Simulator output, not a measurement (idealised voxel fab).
Herein follows the process module entitled voxel local oxidation.
Section cut is 295 nm wide and gridded with 5 nm square cells.
In this document a cross-section is written as a grid of square cells. It is given as a series of bands, listed from the top down, and a band is one or more rows of cells. Band entry format. Leading values: height of top, height of bottom, nm. Remainder: materials in left-to-right order, each with its width in nm. Special words: "full width" on a single material, which then fills the band edge to edge; "blank", empty space. Below 0: as-received wafer, all one material; heights counted from there. Lowest band: no bottom, goes on down, written "top 0, no bottom". Top row gets the first number, bottom row gets the second, and each row in between changes by the same step: that is how a band width like "30->40" works. Step note "remains unaltered" = no cross-section cell changed. "Encapsulated voids": empty spaces of 8 cells or more with no open way to the top, each given as width x height at distance, distance from the left edge, all in nm. On each step's line, the part that comes after the settings is the simulator's own comment on the step. overlay nm: where the mask lay relative to plan, measured to the right, on steps with a mask; negatives go left.
Intended process steps:
step 1: RECEIVE | material Si
step 2: CONFORMAL_DEP | material SiO2 | thk nm 5
step 3: CONFORMAL_DEP | material SiN | thk nm 15
step 4: PATTERN | tone cover | mask id ACTIVE | material resist | width nm 120 | thk nm 15 | overlay nm 0
step 5: DIRECTIONAL_ETCH | etch materials SiN | depth nm 15
step 6: STRIP | etch materials resist
step 7: SELECTIVE_ETCH | etch materials SiO2 | depth nm 5
step 8: OXIDIZE | depth nm 10
step 9: STRIP | etch materials SiN
As received (post step 1): cross-section:
- top 0, no bottom | Si full width
- Encapsulated voids: none
Module complete, cross-section. Starting point and plan per above. One mistake made in running the module:
- top 0, bottom -10 | SiO2 95 | Si 100 | SiO2 100
- top -10, no bottom | Si full width
- Encapsulated voids: none
The mistake made against the process plan was this: plan step 2 never ran because it was skipped
